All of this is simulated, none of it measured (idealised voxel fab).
process module | voxel self aligned vias
cross-section cut | 255 nm wide | cells 5 nm
A cross-section is a grid of square cells, given in bands from the top down. A band is one or more rows of cells.
Each band's line starts with the height of the band's top and of its bottom, in nm. Then come its materials from left to right, each with its width in nm. One material with "throughout" fills the band from edge to edge. "air" is empty space.
Height 0 is the level under which the wafer as received is all one material. The lowest band goes on downwards, as in "0 down".
A width such as "30 to 40" changes by the same amount from each row of cells to the next, from the band's top row to its bottom row.
"no change" after a step means that no cell of the cross-section changed.
closed voids: empty space of 8 cells or more with no open way to the top, each as width x height at its distance from the left edge, in nm
after a step's settings: what the simulator itself notes on the step
overlay nm, on a step with a mask: how far to the right of its planned place the mask lay; to the left if negative
plan
1 op RECEIVE | material Si
2 op CONFORMAL_DEP | material SiO2 | thk nm 10
3 op CONFORMAL_DEP | material SiCN | thk nm 5
4 op DIRECTIONAL_DEP | material SiO2 | thk nm 20
5 op DIRECTIONAL_DEP | material aC | thk nm 15
6 op PATTERN | tone open | mask id LINES | material resist | width nm 30 | pitch nm 55 | thk nm 35 | overlay nm 0
7 op DIRECTIONAL_ETCH | etch materials aC | depth nm 15
8 op STRIP | etch materials resist
9 op DIRECTIONAL_ETCH | etch materials SiO2 | depth nm 20
10 op STRIP | etch materials aC
11 op CONFORMAL_DEP | material TiN | thk nm 5
12 op FILL_DEP | material Ru | thk nm 5
13 op CMP | height nm 35
14 op SELECTIVE_ETCH | etch materials W Ru TiN | depth nm 5
15 op FILL_DEP | material SiN | thk nm 10
16 op CMP | height nm 35
17 op DIRECTIONAL_DEP | material SiO2 | thk nm 20
18 op PATTERN | tone open | mask id VIAS | material resist | width nm 40 | pitch nm 110 | thk nm 20 | overlay nm 0
19 op DIRECTIONAL_ETCH | etch materials SiO2 | depth nm 20
20 op DIRECTIONAL_ETCH | etch materials SiN | depth nm 5
21 op STRIP | etch materials resist
22 op CONFORMAL_DEP | material TiN | thk nm 5
23 op FILL_DEP | material W | thk nm 5
24 op CMP | height nm 55
25 op CONFORMAL_DEP | material SiCN | thk nm 5
as received, after step 1
  0 down: Si throughout
  closed voids: none
first wafer at the end, as planned
  60 to 55: SiCN throughout
  55 to 40: SiO2 50 | TiN 5 | W 30 | TiN 5 | SiO2 70 | TiN 5 | W 30 | TiN 5 | SiO2 55
  40 to 35: SiO2 50 | TiN 10 | W 20 | TiN 10 | SiO2 70 | TiN 10 | W 20 | TiN 10 | SiO2 55
  35 to 30: SiO2 55 | TiN 30 | SiO2 25 | SiN 30 | SiO2 25 | TiN 30 | SiO2 60
  30 to 20: SiO2 55 | TiN 5 | Ru 20 | TiN 5 | SiO2 25 | TiN 5 | Ru 20 | TiN 5 | SiO2 25 | TiN 5 | Ru 20 | TiN 5 | SiO2 60
  20 to 15: SiO2 55 | TiN 30 | SiO2 25 | TiN 30 | SiO2 25 | TiN 30 | SiO2 60
  15 to 10: SiCN throughout
  10 to 0: SiO2 throughout
  0 down: Si throughout
  closed voids: none
second wafer at the end: like start, like plan, one mistake
  60 to 55: SiCN throughout
  55 to 40: SiO2 45 | TiN 5 | W 40 | TiN 5 | SiO2 60 | TiN 5 | W 40 | TiN 5 | SiO2 50
  40 to 35: SiO2 45 | TiN 15 | W 20 | TiN 15 | SiO2 60 | TiN 15 | W 20 | TiN 15 | SiO2 50
  35 to 30: SiO2 55 | TiN 30 | SiO2 25 | SiN 30 | SiO2 25 | TiN 30 | SiO2 60
  30 to 20: SiO2 55 | TiN 5 | Ru 20 | TiN 5 | SiO2 25 | TiN 5 | Ru 20 | TiN 5 | SiO2 25 | TiN 5 | Ru 20 | TiN 5 | SiO2 60
  20 to 15: SiO2 55 | TiN 30 | SiO2 25 | TiN 30 | SiO2 25 | TiN 30 | SiO2 60
  15 to 10: SiCN throughout
  10 to 0: SiO2 throughout
  0 down: Si throughout
  closed voids: none
what went wrong: step 18 ran as: op PATTERN | tone open | mask id VIAS | material resist | width nm 50 | pitch nm 110 | thk nm 20 | overlay nm 0
at the end the second wafer has, in cells: 16 fewer of SiO2 | 4 more of TiN | 12 more of W
